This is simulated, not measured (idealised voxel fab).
This section sets out a process module, namely voxel ribs on slabs.
In the cross-section labelled cut, the width is 260 nm and each square cell is 5 nm.
The cross-sections in this document take the form of a grid made of square cells. They are written out as bands, in order from top to bottom. Each band consists of one or more rows of cells.
Band: top and bottom heights (nm) first, top before bottom; then materials from left to right, widths in nm. "everywhere" marks a sole material filling the band edge to edge. "air" denotes empty space.
Heights are measured from 0, the level below which the as-received wafer is all one material; the lowest band has no bottom and continues downward, written as in "0 and below".
The two numbers in a width such as "30 to 40" mark its ends across the band: the first belongs to the top row of cells, the second to the bottom row, and from each row to the next the width moves by the same amount.
The cross-section has no changed cell in any step marked "nothing got changed".
Entry "Non-vented voids". Content: empty spaces with no open connection to the top, size 8 cells or greater. Each: width x height at distance. Distance: from left edge. Unit: nm.
If you see something after the settings on a step's line, that's the simulator's own remark about that step.
If you see "overlay nm" on a step's line and that step has a mask, it's telling you how far right of where it was planned the mask ended up; a negative number means it went left instead.
### Set out below are the planned steps of the process
1) RECEIVE with material Si
2) DIRECTIONAL_DEP with material SiO2, thk nm 25
3) DIRECTIONAL_DEP with material polySi, thk nm 25
4) MASKED_ETCH with tone cover, mask id RIB, width nm 25, etch materials polySi, depth nm 20, overlay nm 0
5) PATTERN with tone cover, mask id SLAB, material resist, width nm 65, thk nm 20, overlay nm 0
6) DIRECTIONAL_ETCH with etch materials polySi, depth nm 5
7) STRIP with etch materials resist
8) FILL_DEP with material SiO2, thk nm 30
9) CMP with height nm 70
10) DIRECTIONAL_DEP with material TiN, thk nm 5
11) DIRECTIONAL_DEP with material aC, thk nm 15
12) PATTERN with tone cover, mask id HEATER, material resist, width nm 35, thk nm 35, overlay nm 0
13) DIRECTIONAL_ETCH with etch materials aC, depth nm 15
14) STRIP with etch materials resist
15) DIRECTIONAL_ETCH with etch materials TiN, depth nm 5
16) STRIP with etch materials aC
17) CONFORMAL_DEP with material SiO2, thk nm 10
### Cross-section of the wafer at receipt, which is the condition after step 1
- 0 and below  Si everywhere
- Non-vented voids: none
### Cross-section taken at module completion on the first of two wafers; processed per the plan
- 85 down to 80  100 air, then 55 SiO2, then 105 air
- 80 down to 75  SiO2 everywhere
- 75 down to 70  110 SiO2, then 35 TiN, then 115 SiO2
- 70 down to 50  SiO2 everywhere
- 50 down to 30  115 SiO2, then 25 polySi, then 120 SiO2
- 30 down to 25  95 SiO2, then 65 polySi, then 100 SiO2
- 25 down to 0  SiO2 everywhere
- 0 and below  Si everywhere
- Non-vented voids: none
### Second wafer of the two, sectioned at the end of the module. It began like the first and followed the same plan, but one mistake was made while running it
- 85 down to 80  100 air, then 55 SiO2, then 105 air
- 80 down to 75  SiO2 everywhere
- 75 down to 70  110 SiO2, then 35 TiN, then 115 SiO2
- 70 down to 50  SiO2 everywhere
- 50 down to 30  115 SiO2, then 25 polySi, then 120 SiO2
- 30 down to 25  100 SiO2, then 60 polySi, then 100 SiO2
- 25 down to 0  SiO2 everywhere
- 0 and below  Si everywhere
- Non-vented voids: none
Run error: step 5 off recipe, ran as PATTERN with tone cover, mask id SLAB, material resist, width nm 60, thk nm 20, overlay nm 0
Count the cells at the end and the second wafer has more or fewer of some materials than the first: SiO2 +1; polySi -1
